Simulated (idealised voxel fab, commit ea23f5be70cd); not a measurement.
The following is a process module called voxel transistor to metal.
Square cell edge 5 nm, section width 185 nm, ID cut.
Heads up, the way a cross-section reads in here is a grid of square cells, handed over as bands from the top down, with every band being one or more rows of cells.
What a band's entry tells you: where the top is and where the bottom is, as heights in nm, and after that what lies inside, material by material from left to right, each with its width in nm. Empty space is written as the word "empty", and a single material marked with the word "full width" occupies the band from edge to edge.
Height reference: 0 = level under which incoming wafer is all one material. Lowest band: no bottom, runs on downward, e.g. "from 0 down".
Read "30 to 40" as a graded width: first number on top, second number at the bottom, same change between each pair of neighbouring rows.
"nothing got changed" -> step changed no cross-section cell.
Empty spaces without an open route to the top, at least 8 cells in extent, make up the entry "Sealed cavities"; each is given as width x height at distance, where the distance is measured from the left edge, and all are in nm.
It should be noted that, on the line of a given step, the content following the step's settings is a remark produced by the simulator itself with respect to that step.
overlay nm: right-of-plan distance of the mask on a masked step; negative values mean left-of-plan.

PROCESS STEPS (PLANNED)
step 1: RECEIVE with material Si
step 2: OXIDIZE with depth nm 5
step 3: CONFORMAL_DEP with material SiN, thk nm 10
step 4: DIRECTIONAL_DEP with material aC, thk nm 10
step 5: PATTERN with tone cover, mask id ACTIVE, material resist, width nm 95, thk nm 30, overlay nm 0
step 6: DIRECTIONAL_ETCH with etch materials aC, depth nm 10
step 7: STRIP with etch materials resist
step 8: DIRECTIONAL_ETCH with etch materials SiN, depth nm 10
step 9: DIRECTIONAL_ETCH with etch materials SiO2, depth nm 5
step 10: DIRECTIONAL_ETCH with etch materials Si, depth nm 25
step 11: STRIP with etch materials aC
step 12: FILL_DEP with material SiO2, thk nm 10
step 13: CMP with height nm 10
step 14: SELECTIVE_ETCH with etch materials SiO2, depth nm 5
step 15: STRIP with etch materials SiN
step 16: SELECTIVE_ETCH with etch materials SiO2, depth nm 5
step 17: OXIDIZE with depth nm 5
step 18: DIRECTIONAL_DEP with material polySi, thk nm 20
step 19: DIRECTIONAL_DEP with material SiCN, thk nm 15
step 20: DIRECTIONAL_DEP with material aC, thk nm 10
step 21: PATTERN with tone cover, mask id GATE, material resist, width nm 25, thk nm 30, overlay nm 0
step 22: DIRECTIONAL_ETCH with etch materials aC, depth nm 10
step 23: STRIP with etch materials resist
step 24: DIRECTIONAL_ETCH with etch materials SiCN, depth nm 25
step 25: DIRECTIONAL_ETCH with etch materials polySi, depth nm 30
step 26: STRIP with etch materials aC
step 27: CONFORMAL_DEP with material SiN, thk nm 10
step 28: DIRECTIONAL_ETCH with etch materials SiN, depth nm 10
step 29: DIRECTIONAL_ETCH with etch materials SiO2, depth nm 5
step 30: EPI with material nSi, thk nm 5
step 31: FILL_DEP with material SiO2, thk nm 5
step 32: CMP with height nm 15
step 33: STRIP with etch materials polySi
step 34: SELECTIVE_ETCH with etch materials SiO2, depth nm 5
step 35: CONFORMAL_DEP with material HfO2, thk nm 5
step 36: CONFORMAL_DEP with material TiN, thk nm 5
step 37: FILL_DEP with material W, thk nm 10
step 38: CMP with height nm 10
step 39: DIRECTIONAL_DEP with material SiO2, thk nm 15
step 40: DIRECTIONAL_DEP with material aC, thk nm 10
step 41: PATTERN with tone open, mask id CONTACT, material resist, width nm 15, pitch nm 70, thk nm 30, overlay nm 0
step 42: DIRECTIONAL_ETCH with etch materials aC, depth nm 10
step 43: STRIP with etch materials resist
step 44: DIRECTIONAL_ETCH with etch materials SiO2, depth nm 30
step 45: STRIP with etch materials aC
step 46: CONFORMAL_DEP with material TiN, thk nm 5
step 47: FILL_DEP with material W, thk nm 5
step 48: CMP with height nm 25
step 49: DIRECTIONAL_DEP with material TiN, thk nm 5
step 50: DIRECTIONAL_DEP with material W, thk nm 15
step 51: DIRECTIONAL_DEP with material aC, thk nm 15
step 52: PATTERN with tone cover, mask id METAL_1, material resist, width nm 15, pitch nm 70, thk nm 35, overlay nm 0
step 53: DIRECTIONAL_ETCH with etch materials aC, depth nm 15
step 54: STRIP with etch materials resist
step 55: DIRECTIONAL_ETCH with etch materials W, depth nm 15
step 56: DIRECTIONAL_ETCH with etch materials TiN, depth nm 5
step 57: STRIP with etch materials aC
step 58: FILL_DEP with material lowk, thk nm 10
step 59: CMP with height nm 45
step 60: CONFORMAL_DEP with material SiCN, thk nm 5
step 61: DIRECTIONAL_DEP with material SiO2, thk nm 35
step 62: PATTERN with tone open, mask id METAL_2, material resist, width nm 15, pitch nm 70, thk nm 20, overlay nm 0
step 63: DIRECTIONAL_ETCH with etch materials SiO2, depth nm 20
step 64: STRIP with etch materials resist
step 65: MASKED_ETCH with tone open, mask id METAL_2_HOLES, width nm 15, pitch nm 70, etch materials SiO2, depth nm 15, overlay nm 0
step 66: MASKED_ETCH with tone open, mask id METAL_2_HOLES, width nm 15, pitch nm 70, etch materials SiCN, depth nm 5, overlay nm 0
step 67: CONFORMAL_DEP with material TiN, thk nm 5
step 68: FILL_DEP with material Cu, thk nm 10
step 69: CMP with height nm 85
step 70: CONFORMAL_DEP with material SiCN, thk nm 5

AS-RECEIVED WAFER CROSS-SECTION (AFTER STEP 1)
* from 0 down  Si full width
* Sealed cavities: none

FIRST OF TWO WAFERS AT THE END OF THE MODULE, SHOWN IN CROSS-SECTION; RUN CARRIED OUT AS PLANNED
* from 90 to 85  SiCN full width
* from 85 to 50  SiO2=50 | TiN=5 | Cu=5 | TiN=5 | SiO2=55 | TiN=5 | Cu=5 | TiN=5 | SiO2=50
* from 50 to 45  SiCN=50 | TiN=15 | SiCN=55 | TiN=15 | SiCN=50
* from 45 to 30  lowk=50 | W=15 | lowk=55 | W=15 | lowk=50
* from 30 to 25  lowk=50 | TiN=15 | lowk=55 | TiN=15 | lowk=50
* from 25 to 10  SiO2=50 | TiN=5 | W=5 | TiN=5 | SiO2=55 | TiN=5 | W=5 | TiN=5 | SiO2=50
* from 10 to 0  SiO2=50 | TiN=5 | W=5 | TiN=5 | SiO2=5 | SiN=10 | HfO2=5 | TiN=5 | W=5 | TiN=5 | HfO2=5 | SiN=10 | SiO2=5 | TiN=5 | W=5 | TiN=5 | SiO2=50
* from 0 to -5  SiO2=40 | SiN=10 | TiN=15 | SiO2=5 | SiN=10 | HfO2=5 | TiN=15 | HfO2=5 | SiN=10 | SiO2=5 | TiN=15 | SiN=10 | SiO2=40
* from -5 to -10  SiO2=50 | nSi=20 | SiO2=5 | HfO2=35 | SiO2=5 | nSi=20 | SiO2=50
* from -10 to -30  SiO2=45 | Si=95 | SiO2=45
* from -30 down  Si full width
* Sealed cavities: none

THIS CROSS-SECTION BELONGS TO THE SECOND WAFER OF TWO AT THE END OF THE MODULE; THE START AND THE PLAN WERE SHARED WITH THE FIRST, AND THE RUN INCLUDED ONE MISTAKE
* from 90 to 85  SiCN full width
* from 85 to 50  SiO2=50 | TiN=5 | Cu=5 | TiN=5 | SiO2=55 | TiN=5 | Cu=5 | TiN=5 | SiO2=50
* from 50 to 45  SiCN=50 | TiN=15 | SiCN=55 | TiN=15 | SiCN=50
* from 45 to 30  lowk=50 | W=15 | lowk=55 | W=15 | lowk=50
* from 30 to 25  lowk=50 | TiN=15 | lowk=55 | TiN=15 | lowk=50
* from 25 to 20  W=60 | TiN=30 | W=5 | TiN=30 | W=60
* from 20 to 15  TiN=65 | HfO2=20 | TiN=5 | W=5 | TiN=5 | HfO2=20 | TiN=65
* from 15 to 10  HfO2=70 | SiN=10 | HfO2=5 | TiN=5 | W=5 | TiN=5 | HfO2=5 | SiN=10 | HfO2=70
* from 10 to 0  SiO2=70 | SiN=10 | HfO2=5 | TiN=5 | W=5 | TiN=5 | HfO2=5 | SiN=10 | SiO2=70
* from 0 to -5  SiO2=40 | SiN=10 | SiO2=20 | SiN=10 | HfO2=5 | TiN=15 | HfO2=5 | SiN=10 | SiO2=20 | SiN=10 | SiO2=40
* from -5 to -10  SiO2=50 | nSi=20 | SiO2=5 | HfO2=35 | SiO2=5 | nSi=20 | SiO2=50
* from -10 to -30  SiO2=45 | Si=95 | SiO2=45
* from -30 down  Si full width
* Sealed cavities: none
What broke from the plan during processing? yeah, step 38 of the plan got skipped, never ran
Final difference in cells, second wafer against first, listed per material as more or fewer: HfO2: 38 more, SiN: 4 more, SiO2: 75 fewer, TiN: 16 more, W: 17 more
